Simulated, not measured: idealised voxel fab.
You're looking at the process module voxel fin reveal.
Each square cell in cross-section cut measures 5 nm, and the section as a whole is 255 nm wide.
Cross-section format: a grid of square cells, given as bands from top to bottom; each band is one or more rows of cells. Quick guide to a band line: top height, bottom height (nm) up front; then every material left to right with its width in nm. Only one material and it's marked "full width"? Then it fills the band edge to edge. And "blank" just means empty space. All heights in this document are referenced to 0, defined as the level beneath which the wafer, as received, consists entirely of one material. The lowest band is not bounded below; it extends indefinitely downward and is written in the form "0 and below". Think of "30 to 40" as a width that walks from the first number to the second as you go down the band, top row to bottom row, taking equal-sized steps from row to row. Basically "same as before" means that step didn't change any cell in the cross-section. "Voids, sealed" enumerates empty spaces isolated from the top, with no open way to it, that contain at least 8 cells, giving each as width x height at distance from the left edge, all three in nm. If you see something after the settings on a step's line, that's the simulator's own remark about that step. overlay nm: right-of-plan distance of the mask on a masked step; negative values mean left-of-plan.

[Here's what the planned process steps look like]
1: RECEIVE | material Si
2: CONFORMAL_DEP | material SiN | thk nm 10
3: DIRECTIONAL_DEP | material aC | thk nm 15
4: PATTERN | tone cover | mask id FINS | material resist | width nm 15 | pitch nm 35 | thk nm 30 | overlay nm 0
5: DIRECTIONAL_ETCH | etch materials aC | depth nm 15
6: STRIP | etch materials resist
7: DIRECTIONAL_ETCH | etch materials SiN | depth nm 10
8: DIRECTIONAL_ETCH | etch materials Si | depth nm 30
9: STRIP | etch materials aC
10: OXIDIZE | depth nm 5
11: FILL_DEP | material SiO2 | thk nm 5
12: CMP | height nm 10
13: SELECTIVE_ETCH | etch materials SiO2 | depth nm 30
14: STRIP | etch materials SiN

[Cross-section, incoming material, after step 1]
    0 and below  Si full width
    Voids, sealed: none

[First of two wafers: cross-section at end of module, run per plan]
    0 down to -20  blank 105 nm / Si 5 nm / blank 30 nm / Si 5 nm / blank 110 nm
    -20 down to -35  SiO2 105 nm / Si 5 nm / SiO2 30 nm / Si 5 nm / SiO2 110 nm
    -35 and below  Si full width
    Voids, sealed: none

[Presented here is a cross-section of the second of the two wafers as it stood at the end of the module. It was started in the same manner and assigned the same plan as the first wafer; however, one mistake was made in its execution]
    0 down to -35  blank 105 nm / Si 5 nm / blank 30 nm / Si 5 nm / blank 110 nm
    -35 and below  Si full width
    Voids, sealed: none
Heads up, the wafer didn't run the way we planned it: in the plan, step 13 was performed twice
The second wafer ends with more or fewer cells of some materials than the first, per final count: -147 SiO2
